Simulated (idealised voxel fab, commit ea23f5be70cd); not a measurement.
The following is a process module called voxel released beams.
Cross-section cut spans 205 nm and uses square cells 5 nm in size.
Cross-section format: a grid of square cells, given as bands from top to bottom; each band is one or more rows of cells.
First you get the band's top height and its bottom height, in nm, and then the materials it's made of, left to right, with each width in nm. If you see a single material with "throughout", that one covers the band edge to edge. "empty" is empty space.
The reference from which all heights are counted is 0, the level beneath which the as-received wafer is entirely one material; the lowest band, having no lower bound, proceeds downward and is written after the example "from 0 down".
Top row gets the first number, bottom row gets the second, and each row in between changes by the same step: that is how a band width like "30->40" works.
"all unchanged" (step): cross-section cells unchanged, all of them.
This entry, "Cavities, closed", enumerates those empty regions of no fewer than 8 cells that possess no open connection to the top. Each region is reported in the form width x height at distance, the distance being taken from the left edge, with all three quantities expressed in nm.
On a step's line, text after the settings is the simulator commenting on that step.
What "overlay nm" on a step's line means: if the step has a mask, that mask lay this far to the right of its planned place, or, when the value is negative, to the left.

Listed below are the process steps as planned
1 RECEIVE: material Si
2 CONFORMAL_DEP: material Al2O3, thk nm 10
3 DIRECTIONAL_DEP: material SiO2, thk nm 10
4 DIRECTIONAL_DEP: material aC, thk nm 5
5 PATTERN: tone open, mask id ANCHOR, material resist, width nm 35, thk nm 25, overlay nm 0
6 DIRECTIONAL_ETCH: etch materials aC, depth nm 10
7 STRIP: etch materials resist
8 DIRECTIONAL_ETCH: etch materials SiO2, depth nm 10
9 STRIP: etch materials aC
10 CONFORMAL_DEP: material polySi, thk nm 15
11 MASKED_ETCH: tone cover, mask id BEAM, width nm 85, etch materials polySi, depth nm 15, overlay nm 0
12 STRIP: etch materials SiO2
Wafer-to-wafer difference: thk nm, step 4. Common start. Plan = first wafer's value.

Cut through the first of several wafers as received, post step 1
  from 0 down: Si throughout
  Cavities, closed: none

So in this table every wafer gets its own row, and what you see is where it stands at the end of the module: for each material, how many cells it picked up (+) or gave up (-) since we received it, and after that its closed voids
thk nm 5 | +82 Al2O3 | +63 polySi | Cavities, closed: none
thk nm 10 | +82 Al2O3 | +63 polySi | Cavities, closed: none
thk nm 15 | +82 Al2O3 | Cavities, closed: none
thk nm 20 | +82 Al2O3 | Cavities, closed: none
thk nm 25 | +82 Al2O3 | Cavities, closed: none
